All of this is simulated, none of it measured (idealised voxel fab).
Process module heading - voxel wiring stack
Section shown: cut. Width: 285 nm. Cell size: 5 nm, square.
A cross-section is a grid of square cells, given in bands from the top down. A band is one or more rows of cells. Each band's line starts with the height of the band's top and of its bottom, in nm. Then come its materials from left to right, each with its width in nm. One material with "edge to edge" fills the band from edge to edge. "empty" is empty space. It should be noted that heights are counted from 0, beneath which the wafer as supplied is of one material throughout, and that the lowest band possesses no lower boundary but continues downward, as written in "0..down". The two numbers in a width such as "30..40" mark its ends across the band: the first belongs to the top row of cells, the second to the bottom row, and from each row to the next the width moves by the same amount. Any step labelled "left unchanged" changed none of the cells in the cross-section. "Sealed voids" contains a list of empty spaces, each no smaller than 8 cells and without an open way to the top, written in the form width x height at distance with the distance from the left edge and all three in nm. after a step's settings: what the simulator itself notes on the step. A step's line can hold "overlay nm"; with a mask on that step, the setting says how far right of the planned place the mask lay, while a negative setting says it lay to the left.

The following list gives the planned process steps:
1. RECEIVE (material Si)
2. CONFORMAL_DEP (material SiO2; thk nm 15)
3. CONFORMAL_DEP (material SiN; thk nm 5)
4. DIRECTIONAL_DEP (material SiO2; thk nm 20)
5. PATTERN (tone open; mask id METAL_1; material resist; width nm 20; pitch nm 45; thk nm 20; overlay nm 0)
6. DIRECTIONAL_ETCH (etch materials SiO2; depth nm 20)
7. DIRECTIONAL_ETCH (etch materials SiN; depth nm 5)
8. STRIP (etch materials resist)
9. CONFORMAL_DEP (material TiN; thk nm 5)
10. FILL_DEP (material Cu; thk nm 10)
11. CMP (height nm 40)
12. CONFORMAL_DEP (material SiCN; thk nm 5)
13. DIRECTIONAL_DEP (material lowk; thk nm 15)
14. DIRECTIONAL_DEP (material aC; thk nm 10)
15. PATTERN (tone open; mask id PLUG_1; material resist; width nm 15; pitch nm 90; thk nm 30; overlay nm 0)
16. DIRECTIONAL_ETCH (etch materials aC; depth nm 10)
17. STRIP (etch materials resist)
18. DIRECTIONAL_ETCH (etch materials lowk; depth nm 15)
19. DIRECTIONAL_ETCH (etch materials SiCN; depth nm 5)
20. STRIP (etch materials aC)
21. CONFORMAL_DEP (material TiN; thk nm 5)
22. FILL_DEP (material Ru; thk nm 5)
23. CMP (height nm 60)
24. CONFORMAL_DEP (material SiCN; thk nm 5)
25. DIRECTIONAL_DEP (material lowk; thk nm 15)
26. MASKED_ETCH (tone open; mask id METAL_2; width nm 20; pitch nm 45; etch materials lowk; depth nm 15; overlay nm 0)
27. MASKED_ETCH (tone open; mask id METAL_2; width nm 20; pitch nm 45; etch materials SiCN; depth nm 5; overlay nm 0)
28. CONFORMAL_DEP (material TiN; thk nm 5)
29. FILL_DEP (material Cu; thk nm 5)
30. CMP (height nm 80)
31. EPI (material Ru; thk nm 5)
32. FILL_DEP (material SiCN; thk nm 5)

The cross-section here shows the wafer as received, i.e. in its state after step 1:
> 0..down = Si edge to edge
> Sealed voids: none

Module complete - cross-section of the first of two wafers, run according to plan:
> 90..85 = SiCN edge to edge
> 85..80 = SiCN=80, then Ru=30, then SiCN=15, then Ru=30, then SiCN=15, then Ru=30, then SiCN=85
> 80..65 = lowk=85, then TiN=5, then Cu=10, then TiN=5, then lowk=25, then TiN=5, then Cu=10, then TiN=5, then lowk=25, then TiN=5, then Cu=10, then TiN=5, then lowk=90
> 65..60 = SiCN=85, then TiN=20, then SiCN=25, then TiN=20, then SiCN=25, then TiN=20, then SiCN=90
> 60..45 = lowk=85, then TiN=5, then Ru=5, then TiN=5, then lowk=75, then TiN=5, then Ru=5, then TiN=5, then lowk=95
> 45..40 = SiCN=85, then TiN=15, then SiCN=75, then TiN=15, then SiCN=95
> 40..20 = SiO2=85, then TiN=5, then Cu=10, then TiN=5, then SiO2=25, then TiN=5, then Cu=10, then TiN=5, then SiO2=25, then TiN=5, then Cu=10, then TiN=5, then SiO2=90
> 20..15 = SiN=85, then TiN=20, then SiN=25, then TiN=20, then SiN=25, then TiN=20, then SiN=90
> 15..0 = SiO2 edge to edge
> 0..down = Si edge to edge
> Sealed voids: none

Cross-section, second wafer: same start as the first, same plan as the first, one mistake in running it; taken at the end of the module:
> 90..85 = SiCN edge to edge
> 85..80 = SiCN=80, then Ru=30, then SiCN=15, then Ru=30, then SiCN=15, then Ru=30, then SiCN=85
> 80..65 = lowk=85, then TiN=5, then Cu=10, then TiN=5, then lowk=25, then TiN=5, then Cu=10, then TiN=5, then lowk=25, then TiN=5, then Cu=10, then TiN=5, then lowk=90
> 65..60 = SiCN=85, then TiN=20, then SiCN=25, then TiN=20, then SiCN=25, then TiN=20, then SiCN=90
> 60..45 = lowk=85, then TiN=5, then Ru=5, then TiN=5, then lowk=75, then TiN=5, then Ru=5, then TiN=5, then lowk=95
> 45..40 = SiCN=85, then TiN=15, then SiCN=75, then TiN=15, then SiCN=95
> 40..25 = SiO2=85, then TiN=5, then Cu=10, then TiN=5, then SiO2=25, then TiN=5, then Cu=10, then TiN=5, then SiO2=25, then TiN=5, then Cu=10, then TiN=5, then SiO2=90
> 25..20 = SiO2=85, then TiN=20, then SiO2=25, then TiN=20, then SiO2=25, then TiN=20, then SiO2=90
> 20..5 = SiO2 edge to edge
> 5..0 = SiN edge to edge
> 0..down = Si edge to edge
> Sealed voids: none
Where did the run depart from the plan? contrary to the plan, steps 2 and 3 were processed in exchanged order
Final tally in cells, some materials are higher or lower on the second wafer than on the first: Cu -6; SiN +12; TiN -6
